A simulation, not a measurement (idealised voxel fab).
process module | voxel local oxidation
cross-section cut | 275 nm wide | cells 5 nm
A cross-section is a grid of square cells, given in bands from the top down. A band is one or more rows of cells.
Each band's line starts with the height of the band's top and of its bottom, in nm. Then come its materials from left to right, each with its width in nm. One material with "throughout" fills the band from edge to edge. "air" is empty space.
Height 0 is the level under which the wafer as received is all one material. The lowest band goes on downwards, as in "0 down".
A width such as "30 to 40" changes by the same amount from each row of cells to the next, from the band's top row to its bottom row.
"no change" after a step means that no cell of the cross-section changed.
closed voids: empty space of 8 cells or more with no open way to the top, each as width x height at its distance from the left edge, in nm
after a step's settings: what the simulator itself notes on the step
overlay nm, on a step with a mask: how far to the right of its planned place the mask lay; to the left if negative
plan
1 op RECEIVE | material Si
2 op OXIDIZE | depth nm 5
3 op CONFORMAL_DEP | material SiN | thk nm 15
4 op PATTERN | tone cover | mask id ACTIVE | material resist | width nm 120 | thk nm 15 | overlay nm 0
5 op DIRECTIONAL_ETCH | etch materials SiN | depth nm 15
6 op STRIP | etch materials resist
7 op SELECTIVE_ETCH | etch materials SiO2 | depth nm 5
8 op OXIDIZE | depth nm 15
9 op STRIP | etch materials SiN
varied across the wafers: width nm of step 4. The plan shows the first wafer's value. All wafers start alike
first wafer as received, after step 1
  0 down: Si throughout
  closed voids: none
first wafer at the end, after step 9
  0 to -5: air 80 | SiO2 110 | air 85
  -5 to -20: SiO2 95 | Si 80 | SiO2 100
  -20 down: Si throughout
  closed voids: none
last wafer at the end
  0 to -5: air 70 | SiO2 135 | air 70
  -5 to -20: SiO2 85 | Si 105 | SiO2 85
  -20 down: Si throughout
  closed voids: none
each wafer at the end: cells of each material gained (+) or lost (-) since it was received, then its closed voids
width nm 120 | -172 Si | +139 SiO2 | closed voids: none
width nm 125 | -169 Si | +137 SiO2 | closed voids: none
width nm 130 | -166 Si | +135 SiO2 | closed voids: none
width nm 135 | -163 Si | +133 SiO2 | closed voids: none
width nm 140 | -160 Si | +131 SiO2 | closed voids: none
width nm 145 | -157 Si | +129 SiO2 | closed voids: none
